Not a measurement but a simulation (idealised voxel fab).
process module | voxel double patterning
cross-section cut | 160 nm wide | cells 5 nm
A cross-section is a grid of square cells, given in bands from the top down. A band is one or more rows of cells.
Each band's line starts with the height of the band's top and of its bottom, in nm. Then come its materials from left to right, each with its width in nm. One material with "throughout" fills the band from edge to edge. "air" is empty space.
Height 0 is the level under which the wafer as received is all one material. The lowest band goes on downwards, as in "0 down".
A width such as "30 to 40" changes by the same amount from each row of cells to the next, from the band's top row to its bottom row.
"no change" after a step means that no cell of the cross-section changed.
closed voids: empty space of 8 cells or more with no open way to the top, each as width x height at its distance from the left edge, in nm
after a step's settings: what the simulator itself notes on the step
overlay nm, on a step with a mask: how far to the right of its planned place the mask lay; to the left if negative
plan
1 op RECEIVE | material Si
2 op CONFORMAL_DEP | material SiO2 | thk nm 10
3 op DIRECTIONAL_DEP | material W | thk nm 10
4 op DIRECTIONAL_DEP | material SiCN | thk nm 5
5 op DIRECTIONAL_DEP | material aC | thk nm 15
6 op PATTERN | tone open | mask id FIRST | material resist | width nm 15 | pitch nm 50 | thk nm 30 | overlay nm 0
7 op DIRECTIONAL_ETCH | etch materials aC | depth nm 15
8 op STRIP | etch materials resist
9 op DIRECTIONAL_ETCH | etch materials SiCN | depth nm 5
10 op STRIP | etch materials aC
11 op DIRECTIONAL_DEP | material aC | thk nm 10
12 op PATTERN | tone open | mask id SECOND | material resist | width nm 15 | pitch nm 50 | thk nm 30 | overlay nm 0
13 op DIRECTIONAL_ETCH | etch materials aC | depth nm 10
14 op STRIP | etch materials resist
15 op DIRECTIONAL_ETCH | etch materials SiCN | depth nm 5
16 op STRIP | etch materials aC
17 op DIRECTIONAL_ETCH | etch materials W | depth nm 10
18 op STRIP | etch materials SiCN
first wafer, as planned
as received, after step 1
  0 down: Si throughout
  closed voids: none
after step 2
  10 to 0: SiO2 throughout
  below 0: unchanged
after step 3
  20 to 10: W throughout
  below 10: unchanged
after step 4
  25 to 20: SiCN throughout
  below 20: unchanged
after step 5
  40 to 25: aC throughout
  below 25: unchanged
after step 6
  70 to 40: resist 20 | air 15 | resist 35 | air 15 | resist 35 | air 15 | resist 25
  below 40: unchanged
after step 7
  55 to 40: resist 20 | air 15 | resist 35 | air 15 | resist 35 | air 15 | resist 25
  40 to 25: aC 20 | air 15 | aC 35 | air 15 | aC 35 | air 15 | aC 25
  below 25: unchanged
after step 8
  40 to 25: aC 20 | air 15 | aC 35 | air 15 | aC 35 | air 15 | aC 25
  below 25: unchanged
after step 9
  40 to 25: aC 20 | air 15 | aC 35 | air 15 | aC 35 | air 15 | aC 25
  25 to 20: SiCN 20 | air 15 | SiCN 35 | air 15 | SiCN 35 | air 15 | SiCN 25
  below 20: unchanged
after step 10
  25 to 20: SiCN 20 | air 15 | SiCN 35 | air 15 | SiCN 35 | air 15 | SiCN 25
  below 20: unchanged
after step 11
  35 to 30: aC 20 | air 15 | aC 35 | air 15 | aC 35 | air 15 | aC 25
  30 to 25: aC throughout
  25 to 20: SiCN 20 | aC 15 | SiCN 35 | aC 15 | SiCN 35 | aC 15 | SiCN 25
  below 20: unchanged
after step 12
  65 to 35: resist 45 | air 15 | resist 35 | air 15 | resist 50
  35 to 30: aC 20 | resist 15 | aC 35 | resist 15 | aC 35 | resist 15 | aC 25
  below 30: unchanged
after step 13
  55 to 35: resist 45 | air 15 | resist 35 | air 15 | resist 50
  35 to 30: aC 20 | resist 15 | aC 10 | air 15 | aC 10 | resist 15 | aC 10 | air 15 | aC 10 | resist 15 | aC 25
  30 to 25: aC 45 | air 15 | aC 35 | air 15 | aC 50
  below 25: unchanged
after step 14
  35 to 30: aC 20 | air 15 | aC 10 | air 15 | aC 10 | air 15 | aC 10 | air 15 | aC 10 | air 15 | aC 25
  below 30: unchanged
after step 15
  35 to 30: aC 20 | air 15 | aC 10 | air 15 | aC 10 | air 15 | aC 10 | air 15 | aC 10 | air 15 | aC 25
  30 to 25: aC 45 | air 15 | aC 35 | air 15 | aC 50
  25 to 20: SiCN 20 | aC 15 | SiCN 10 | air 15 | SiCN 10 | aC 15 | SiCN 10 | air 15 | SiCN 10 | aC 15 | SiCN 25
  below 20: unchanged
after step 16
  25 to 20: SiCN 20 | air 15 | SiCN 10 | air 15 | SiCN 10 | air 15 | SiCN 10 | air 15 | SiCN 10 | air 15 | SiCN 25
  below 20: unchanged
after step 17
  25 to 20: SiCN 20 | air 15 | SiCN 10 | air 15 | SiCN 10 | air 15 | SiCN 10 | air 15 | SiCN 10 | air 15 | SiCN 25
  20 to 10: W 20 | air 15 | W 10 | air 15 | W 10 | air 15 | W 10 | air 15 | W 10 | air 15 | W 25
  below 10: unchanged
after step 18
  20 to 10: W 20 | air 15 | W 10 | air 15 | W 10 | air 15 | W 10 | air 15 | W 10 | air 15 | W 25
  below 10: unchanged
second wafer: like start, like plan, one mistake. Through step 11 it matches the first wafer
when step 12 should have ended
  65 to 35: air 45 | resist 15 | air 35 | resist 15 | air 50
  below 35: unchanged
when step 13 should have ended
  55 to 35: air 45 | resist 15 | air 35 | resist 15 | air 50
  35 to 25: air 45 | aC 15 | air 35 | aC 15 | air 50
  25 to 20: SiCN 20 | air 15 | SiCN 35 | air 15 | SiCN 35 | air 15 | SiCN 25
  below 20: unchanged
when step 14 should have ended
  35 to 25: air 45 | aC 15 | air 35 | aC 15 | air 50
  below 25: unchanged
when step 15 should have ended
  35 to 25: air 45 | aC 15 | air 35 | aC 15 | air 50
  25 to 20: air 45 | SiCN 15 | air 35 | SiCN 15 | air 50
  below 20: unchanged
when step 16 should have ended
  25 to 20: air 45 | SiCN 15 | air 35 | SiCN 15 | air 50
  below 20: unchanged
when step 17 should have ended
  25 to 20: air 45 | SiCN 15 | air 35 | SiCN 15 | air 50
  20 to 10: air 45 | W 15 | air 35 | W 15 | air 50
  below 10: unchanged
when step 18 should have ended
  20 to 10: air 45 | W 15 | air 35 | W 15 | air 50
  below 10: unchanged
what went wrong: step 12 ran as: op PATTERN | tone cover | mask id SECOND | material resist | width nm 15 | pitch nm 50 | thk nm 30 | overlay nm 0
at the end the second wafer has, in cells: 22 fewer of W
